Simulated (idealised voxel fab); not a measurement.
The following process module bears the name voxel capacitor over wiring.
It is cross-section cut that appears here, measuring 170 nm in width, its square cells being 5 nm in size.
Bands, listed from the top down, are how a cross-section gets written in this document; the cross-section itself is a grid of square cells, and a band is one or more rows of them. Heights first: top, then bottom, in nm. Then materials, left to right, each with a width in nm. "full width" on a single material: fills the band edge to edge. "air": empty space. Height 0 is the level under which the wafer as received is all one material. The lowest band goes on downwards, as in "0 and below". Width "30->40": first value at the band's top row of cells, second value at its bottom row, equal change from row to row. Step marked "same as before"? Then no cell in the cross-section changed in it. In "Closed internal voids" the enclosed voids are listed, meaning empty spaces of 8 cells or larger without any opening to the top. The form is width x height at distance, distance from the left edge, units nm. It should be noted that, on the line of a given step, the content following the step's settings is a remark produced by the simulator itself with respect to that step. The line of a step may include "overlay nm". On a step with a mask, this value is how far to the right of its planned place the mask lay. A negative value means the mask lay to the left.

Process steps (planned)
| 1 | RECEIVE (material Si) |
| 2 | CONFORMAL_DEP (material SiO2; thk nm 15) |
| 3 | DIRECTIONAL_DEP (material TiN; thk nm 5) |
| 4 | DIRECTIONAL_DEP (material W; thk nm 20) |
| 5 | PATTERN (tone cover; mask id METAL_1; material resist; width nm 20; pitch nm 75; thk nm 15; overlay nm 0) |
| 6 | DIRECTIONAL_ETCH (etch materials W; depth nm 20) |
| 7 | DIRECTIONAL_ETCH (etch materials TiN; depth nm 5) |
| 8 | STRIP (etch materials resist) |
| 9 | CONFORMAL_DEP (material SiCN; thk nm 5) |
| 10 | FILL_DEP (material lowk; thk nm 10) |
| 11 | CMP (height nm 40) |
| 12 | CONFORMAL_DEP (material SiCN; thk nm 5) |
| 13 | DIRECTIONAL_DEP (material lowk; thk nm 20) |
| 14 | MASKED_ETCH (tone open; mask id PLUG_1; width nm 15; etch materials lowk; depth nm 20; overlay nm 0) |
| 15 | MASKED_ETCH (tone open; mask id PLUG_1; width nm 15; etch materials SiCN; depth nm 5; overlay nm 0) |
| 16 | EPI (material Ru; thk nm 10) |
| 17 | EPI (material Ru; thk nm 10) |
| 18 | EPI (material Ru; thk nm 5) |
| 19 | DIRECTIONAL_DEP (material TiN; thk nm 10) |
| 20 | DIRECTIONAL_DEP (material SiN; thk nm 5) |
| 21 | DIRECTIONAL_DEP (material TiN; thk nm 5) |
| 22 | DIRECTIONAL_DEP (material aC; thk nm 15) |
| 23 | PATTERN (tone cover; mask id UPPER_PLATE; material resist; width nm 60; thk nm 30; overlay nm 0) |
| 24 | DIRECTIONAL_ETCH (etch materials aC; depth nm 15) |
| 25 | STRIP (etch materials resist) |
| 26 | DIRECTIONAL_ETCH (etch materials TiN; depth nm 5) |
| 27 | DIRECTIONAL_ETCH (etch materials SiN; depth nm 5) |
| 28 | STRIP (etch materials aC) |
| 29 | DIRECTIONAL_DEP (material aC; thk nm 15) |
| 30 | PATTERN (tone cover; mask id LOWER_PLATE; material resist; width nm 70; thk nm 30; overlay nm 0) |
| 31 | DIRECTIONAL_ETCH (etch materials aC; depth nm 15) |
| 32 | STRIP (etch materials resist) |
| 33 | DIRECTIONAL_ETCH (etch materials TiN; depth nm 10) |
| 34 | STRIP (etch materials aC) |
| 35 | FILL_DEP (material SiO2; thk nm 20) |
| 36 | CMP (height nm 100) |
| 37 | MASKED_ETCH (tone open; mask id PLUG_2; width nm 15; etch materials SiO2; depth nm 15; overlay nm 0) |
| 38 | CONFORMAL_DEP (material TiN; thk nm 5) |
| 39 | FILL_DEP (material W; thk nm 5) |
| 40 | CMP (height nm 100) |
| 41 | CONFORMAL_DEP (material SiCN; thk nm 5) |

Received-state cross-section, reflecting completion of step 1
    0 and below  Si full width
    Closed internal voids: none

The cross-section shown corresponds to the wafer at the conclusion of the module. The initial structure and the process plan are those presented above; however, one mistake occurred in executing the plan
    105 down to 100  SiCN full width
    100 down to 90  50 nm SiO2; 5 nm TiN; 5 nm W; 5 nm TiN; 105 nm SiO2
    90 down to 80  50->40 nm SiO2; 15->60 nm TiN; 105->70 nm SiO2
    80 down to 75  40 nm SiO2; 60 nm SiN; 70 nm SiO2
    75 down to 65  35 nm SiO2; 70 nm TiN; 65 nm SiO2
    65 down to 45  40 nm lowk; 15 nm Ru; 115 nm lowk
    45 down to 40  40 nm SiCN; 15 nm Ru; 115 nm SiCN
    40 down to 35  35 nm SiCN; 20 nm TiN; 55 nm SiCN; 20 nm TiN; 40 nm SiCN
    35 down to 15  W full width
    15 down to 0  SiO2 full width
    0 and below  Si full width
    Closed internal voids: none
Nonconformance to the process plan: the intended sequence of steps 3 and 4 was reversed during processing, with each occupying the position of the other
